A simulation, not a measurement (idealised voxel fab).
A process module follows: voxel spacer lines.
Cross-section cut: width 280 nm, square cells of 5 nm.
Reading order for cross-sections: top band down to bottom band. Underlying form: a grid of square cells. Band size: one or more rows of cells.
Heights first: top, then bottom, in nm. Then materials, left to right, each with a width in nm. "full width" on a single material: fills the band edge to edge. "blank": empty space.
Height is counted from the level 0, under which the received wafer is composed throughout of one material. The lowest of the bands is not closed at the bottom but continues downward, in the notation "0 and below".
So if you see something like "30->40" for the width, read it as the top row of the band sitting at the first number and the bottom row at the second, with every row in between moving by the same amount as the last.
"nothing changed" after a step means that no cell of the cross-section changed.
"Closed void listing" enumerates empty spaces isolated from the top, with no open way to it, that contain at least 8 cells, giving each as width x height at distance from the left edge, all three in nm.
Text after the settings on a step's line: the simulator's own remark on that step.
"overlay nm", when on a step's line for a step with a mask, measures how far to the right of its planned place the mask lay; a negative measure means to the left.

**Intended process steps**
1,RECEIVE [material Si]
2,CONFORMAL_DEP [material Al2O3] [thk nm 5]
3,DIRECTIONAL_DEP [material polySi] [thk nm 10]
4,DIRECTIONAL_DEP [material aC] [thk nm 20]
5,PATTERN [tone cover] [mask id MANDREL] [material resist] [width nm 15] [pitch nm 60] [thk nm 30] [overlay nm 0]
6,DIRECTIONAL_ETCH [etch materials aC] [depth nm 20]
7,STRIP [etch materials resist]
8,CONFORMAL_DEP [material SiO2] [thk nm 15]
9,DIRECTIONAL_ETCH [etch materials SiO2] [depth nm 15]
10,STRIP [etch materials aC]
11,DIRECTIONAL_ETCH [etch materials polySi] [depth nm 10]
12,STRIP [etch materials SiO2]

**First of two wafers - as planned**

**Shown in cross-section is the wafer as received, that is, as it stands after step 1**
	0 and below | Si full width
	Closed void listing: none

**Presented here is a cross-section of the wafer after step 2 has been performed**
	5 down to 0 | Al2O3 full width
	Under 0: no change, same as before.

**Presented here is a cross-section of the wafer after step 3 has been performed**
	15 down to 5 | polySi full width
	Under 5: no change, same as before.

**Presented here is a cross-section of the wafer after step 4 has been performed**
	35 down to 15 | aC full width
	Under 15: no change, same as before.

**Presented here is a cross-section of the wafer after step 5 has been performed**
	65 down to 35 | 70 blank, 15 resist, 45 blank, 15 resist, 45 blank, 15 resist, 75 blank
	Under 35: no change, same as before.

**Presented here is a cross-section of the wafer after step 6 has been performed**
	45 down to 35 | 70 blank, 15 resist, 45 blank, 15 resist, 45 blank, 15 resist, 75 blank
	35 down to 15 | 70 blank, 15 aC, 45 blank, 15 aC, 45 blank, 15 aC, 75 blank
	Under 15: no change, same as before.

**Presented here is a cross-section of the wafer after step 7 has been performed**
	35 down to 15 | 70 blank, 15 aC, 45 blank, 15 aC, 45 blank, 15 aC, 75 blank
	Under 15: no change, same as before.

**Presented here is a cross-section of the wafer after step 8 has been performed**
	50 down to 35 | 55 blank, 45 SiO2, 15 blank, 45 SiO2, 15 blank, 45 SiO2, 60 blank
	35 down to 30 | 55 blank, 15 SiO2, 15 aC, 15 SiO2, 15 blank, 15 SiO2, 15 aC, 15 SiO2, 15 blank, 15 SiO2, 15 aC, 15 SiO2, 60 blank
	30 down to 15 | 70 SiO2, 15 aC, 45 SiO2, 15 aC, 45 SiO2, 15 aC, 75 SiO2
	Under 15: no change, same as before.

**Presented here is a cross-section of the wafer after step 9 has been performed**
	35 down to 15 | 55 blank, 15 SiO2, 15 aC, 15 SiO2, 15 blank, 15 SiO2, 15 aC, 15 SiO2, 15 blank, 15 SiO2, 15 aC, 15 SiO2, 60 blank
	Under 15: no change, same as before.

**Presented here is a cross-section of the wafer after step 10 has been performed**
	35 down to 15 | 55 blank, 15 SiO2, 15 blank, 15 SiO2, 15 blank, 15 SiO2, 15 blank, 15 SiO2, 15 blank, 15 SiO2, 15 blank, 15 SiO2, 60 blank
	Under 15: no change, same as before.

**Presented here is a cross-section of the wafer after step 11 has been performed**
	35 down to 15 | 55 blank, 15 SiO2, 15 blank, 15 SiO2, 15 blank, 15 SiO2, 15 blank, 15 SiO2, 15 blank, 15 SiO2, 15 blank, 15 SiO2, 60 blank
	15 down to 5 | 55 blank, 15 polySi, 15 blank, 15 polySi, 15 blank, 15 polySi, 15 blank, 15 polySi, 15 blank, 15 polySi, 15 blank, 15 polySi, 60 blank
	Under 5: no change, same as before.

**Presented here is a cross-section of the wafer after step 12 has been performed**
	15 down to 5 | 55 blank, 15 polySi, 15 blank, 15 polySi, 15 blank, 15 polySi, 15 blank, 15 polySi, 15 blank, 15 polySi, 15 blank, 15 polySi, 60 blank
	Under 5: no change, same as before.

**Wafer two of the pair: same origin, same plan, one error during the run; identical to wafer one up to and including step 7**

**Cross-section of the second wafer at the time by which step 8 should have been completed according to the plan**
	50 down to 35 | 55 blank, 45 polySi, 15 blank, 45 polySi, 15 blank, 45 polySi, 60 blank
	35 down to 30 | 55 blank, 15 polySi, 15 aC, 15 polySi, 15 blank, 15 polySi, 15 aC, 15 polySi, 15 blank, 15 polySi, 15 aC, 15 polySi, 60 blank
	30 down to 15 | 70 polySi, 15 aC, 45 polySi, 15 aC, 45 polySi, 15 aC, 75 polySi
	Under 15: no change, same as before.

Cross-section of the second wafer at the time by which step 9 should have been completed according to the plan: nothing changed

Cross-section of the second wafer at the time by which step 10 should have been completed according to the plan: nothing changed

**Cross-section of the second wafer at the time by which step 11 should have been completed according to the plan**
	40 down to 35 | 55 blank, 45 polySi, 15 blank, 45 polySi, 15 blank, 45 polySi, 60 blank
	35 down to 20 | 55 blank, 15 polySi, 15 aC, 15 polySi, 15 blank, 15 polySi, 15 aC, 15 polySi, 15 blank, 15 polySi, 15 aC, 15 polySi, 60 blank
	Under 20: no change, same as before.

Cross-section of the second wafer at the time by which step 12 should have been completed according to the plan: nothing changed
It is concluded that the wafer was processed incorrectly with respect to the plan, in that step 8 was processed under conditions differing from the plan, specifically as CONFORMAL_DEP [material polySi] [thk nm 15]
The closing comparison, in cells, has the second wafer with more or fewer of some materials than the first: +36 aC, +204 polySi
